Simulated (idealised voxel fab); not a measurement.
process module | voxel self aligned contacts
cross-section cut | 180 nm wide | cells 5 nm
A cross-section is a grid of square cells, given in bands from the top down. A band is one or more rows of cells.
Each band's line starts with the height of the band's top and of its bottom, in nm. Then come its materials from left to right, each with its width in nm. One material with "throughout" fills the band from edge to edge. "air" is empty space.
Height 0 is the level under which the wafer as received is all one material. The lowest band goes on downwards, as in "0 down".
A width such as "30 to 40" changes by the same amount from each row of cells to the next, from the band's top row to its bottom row.
"no change" after a step means that no cell of the cross-section changed.
closed voids: empty space of 8 cells or more with no open way to the top, each as width x height at its distance from the left edge, in nm
after a step's settings: what the simulator itself notes on the step
overlay nm, on a step with a mask: how far to the right of its planned place the mask lay; to the left if negative
plan
1 op RECEIVE | material Si
2 op CONFORMAL_DEP | material SiO2 | thk nm 5
3 op DIRECTIONAL_DEP | material polySi | thk nm 25
4 op DIRECTIONAL_DEP | material SiN | thk nm 20
5 op PATTERN | tone cover | mask id GATE | material resist | width nm 35 | pitch nm 70 | thk nm 15 | overlay nm 0
6 op DIRECTIONAL_ETCH | etch materials SiN | depth nm 20
7 op DIRECTIONAL_ETCH | etch materials polySi | depth nm 25
8 op STRIP | etch materials resist
9 op CONFORMAL_DEP | material SiN | thk nm 5
10 op DIRECTIONAL_ETCH | etch materials SiN | depth nm 5
11 op FILL_DEP | material SiO2 | thk nm 15
12 op CMP | height nm 60
13 op MASKED_ETCH | tone open | mask id CONTACT | width nm 45 | etch materials SiO2 | depth nm 60 | overlay nm 0
14 op CONFORMAL_DEP | material TiN | thk nm 5
15 op FILL_DEP | material W | thk nm 5
16 op CMP | height nm 60
17 op CONFORMAL_DEP | material SiN | thk nm 5
varied across the wafers: width nm of step 13. The plan shows the first wafer's value. All wafers start alike
first wafer as received, after step 1
  0 down: Si throughout
  closed voids: none
first wafer at the end, after step 17
  65 to 60: SiN throughout
  60 to 50: SiO2 65 | TiN 5 to 15 | W 35 to 15 | TiN 5 to 15 | SiO2 70
  50 to 30: SiO2 30 | SiN 45 | TiN 5 | W 15 | TiN 5 | SiN 45 | SiO2 35
  30 to 5: SiO2 30 | SiN 5 | polySi 35 | SiN 5 | TiN 5 | W 15 | TiN 5 | SiN 5 | polySi 35 | SiN 5 | SiO2 35
  5 to 0: SiO2 75 | TiN 25 | SiO2 80
  0 down: Si throughout
  closed voids: none
last wafer at the end
  65 to 60: SiN throughout
  60 to 50: SiO2 55 | TiN 5 to 25 | W 60 to 15 | TiN 5 to 30 | SiO2 55
  50 to 30: SiO2 30 | SiN 45 | TiN 5 | W 15 | TiN 5 | SiN 45 | SiO2 35
  30 to 5: SiO2 30 | SiN 5 | polySi 35 | SiN 5 | TiN 5 | W 15 | TiN 5 | SiN 5 | polySi 35 | SiN 5 | SiO2 35
  5 to 0: SiO2 75 | TiN 25 | SiO2 80
  0 down: Si throughout
  closed voids: none
each wafer at the end: cells of each material gained (+) or lost (-) since it was received, then its closed voids
width nm 45 | +128 SiN | +202 SiO2 | +31 TiN | +37 W | +70 polySi | closed voids: none
width nm 50 | +128 SiN | +200 SiO2 | +32 TiN | +38 W | +70 polySi | closed voids: none
width nm 55 | +128 SiN | +198 SiO2 | +33 TiN | +39 W | +70 polySi | closed voids: none
width nm 60 | +128 SiN | +196 SiO2 | +34 TiN | +40 W | +70 polySi | closed voids: none
width nm 65 | +128 SiN | +194 SiO2 | +35 TiN | +41 W | +70 polySi | closed voids: none
width nm 70 | +128 SiN | +192 SiO2 | +36 TiN | +42 W | +70 polySi | closed voids: none
